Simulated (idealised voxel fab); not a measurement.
Process module in this document: voxel local oxidation
FYI the section here is cut, 250 nm wide, cells are 5 nm squares.
In this document a cross-section is written as a grid of square cells. It is given as a series of bands, listed from the top down, and a band is one or more rows of cells. This entry defines a band. It first specifies the height of the band's top and the height of its bottom in nm, and then specifies the band's materials from left to right, stating each material with its width in nm. The word "all across" identifies a single material that fills the band from edge to edge, while the word "air" identifies empty space. Height datum 0, below which the as-received substrate wafer is one material. Lowest band open at the bottom, running downward: "top 0, no bottom". The two numbers in a width such as "30->40" mark its ends across the band: the first belongs to the top row of cells, the second to the bottom row, and from each row to the next the width moves by the same amount. "no alteration" means the step left every cell of the cross-section as it was. Closed empty spaces (no open way to the top) of 8 cells or more are what "Catalogued sealed voids" lists, each as width x height at distance from the left edge, nm for all three. Post-settings text on a step line: simulator's own remark regarding the step. What "overlay nm" on a step's line means: if the step has a mask, that mask lay this far to the right of its planned place, or, when the value is negative, to the left.
[List of planned process steps]
1,RECEIVE, material Si
2,CONFORMAL_DEP, material SiO2, thk nm 5
3,CONFORMAL_DEP, material SiN, thk nm 15
4,PATTERN, tone cover, mask id ACTIVE, material resist, width nm 130, thk nm 15, overlay nm 0
5,DIRECTIONAL_ETCH, etch materials SiN, depth nm 15
6,STRIP, etch materials resist
7,SELECTIVE_ETCH, etch materials SiO2, depth nm 5
8,OXIDIZE, depth nm 15
9,STRIP, etch materials SiN
The value of thk nm given for step 2 in the plan refers to the first wafer; the wafers vary in this setting and are alike at the start.
[As received, i.e. after step 1: cross-section through the first of several wafers]
- top 0, no bottom = Si all across
- Catalogued sealed voids: none
[Basically each wafer gets a line in the table, showing it at the end of the module: material by material, the cells it gained (+) or lost (-) since we got it, then its closed voids]
thk nm 5; -96 Si; +120 SiO2; Catalogued sealed voids: none
thk nm 10; +74 SiO2; Catalogued sealed voids: none
thk nm 15; +124 SiO2; Catalogued sealed voids: none
thk nm 20; +174 SiO2; Catalogued sealed voids: none
